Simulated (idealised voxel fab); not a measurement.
process module | voxel ribs on slabs
cross-section cut | 300 nm wide | cells 5 nm
A cross-section is a grid of square cells, given in bands from the top down. A band is one or more rows of cells.
Each band's line starts with the height of the band's top and of its bottom, in nm. Then come its materials from left to right, each with its width in nm. One material with "throughout" fills the band from edge to edge. "air" is empty space.
Height 0 is the level under which the wafer as received is all one material. The lowest band goes on downwards, as in "0 down".
A width such as "30 to 40" changes by the same amount from each row of cells to the next, from the band's top row to its bottom row.
"no change" after a step means that no cell of the cross-section changed.
closed voids: empty space of 8 cells or more with no open way to the top, each as width x height at its distance from the left edge, in nm
after a step's settings: what the simulator itself notes on the step
overlay nm, on a step with a mask: how far to the right of its planned place the mask lay; to the left if negative
plan
1 op RECEIVE | material Si
2 op DIRECTIONAL_DEP | material SiO2 | thk nm 20
3 op DIRECTIONAL_DEP | material SiN | thk nm 25
4 op DIRECTIONAL_DEP | material aC | thk nm 15
5 op PATTERN | tone cover | mask id RIB | material resist | width nm 15 | thk nm 30 | overlay nm 0
6 op DIRECTIONAL_ETCH | etch materials aC | depth nm 15
7 op STRIP | etch materials resist
8 op DIRECTIONAL_ETCH | etch materials SiN | depth nm 10
9 op STRIP | etch materials aC
10 op DIRECTIONAL_DEP | material aC | thk nm 10
11 op PATTERN | tone cover | mask id SLAB | material resist | width nm 55 | thk nm 30 | overlay nm 0
12 op DIRECTIONAL_ETCH | etch materials aC | depth nm 10
13 op STRIP | etch materials resist
14 op DIRECTIONAL_ETCH | etch materials SiN | depth nm 15
15 op STRIP | etch materials aC
16 op FILL_DEP | material SiO2 | thk nm 20
17 op CMP | height nm 55
18 op DIRECTIONAL_DEP | material W | thk nm 5
19 op DIRECTIONAL_DEP | material aC | thk nm 10
20 op PATTERN | tone cover | mask id HEATER | material resist | width nm 25 | thk nm 30 | overlay nm 0
21 op DIRECTIONAL_ETCH | etch materials aC | depth nm 10
22 op STRIP | etch materials resist
23 op DIRECTIONAL_ETCH | etch materials W | depth nm 5
24 op STRIP | etch materials aC
25 op CONFORMAL_DEP | material SiO2 | thk nm 10
as received, after step 1
  0 down: Si throughout
  closed voids: none
first wafer at the end, as planned
  70 to 65: air 125 | SiO2 45 | air 130
  65 to 60: SiO2 throughout
  60 to 55: SiO2 135 | W 25 | SiO2 140
  55 to 45: SiO2 throughout
  45 to 35: SiO2 140 | SiN 15 | SiO2 145
  35 to 20: SiO2 120 | SiN 55 | SiO2 125
  20 to 0: SiO2 throughout
  0 down: Si throughout
  closed voids: none
second wafer at the end: like start, like plan, one mistake
  70 to 65: air 125 | SiO2 45 | air 130
  65 to 60: SiO2 throughout
  60 to 55: SiO2 135 | W 25 | SiO2 140
  55 to 40: SiO2 120 | SiN 55 | SiO2 125
  40 to 0: SiO2 throughout
  0 down: Si throughout
  closed voids: none
what went wrong: step 2 was run twice
at the end the second wafer has, in cells: 6 fewer of SiN | 6 more of SiO2
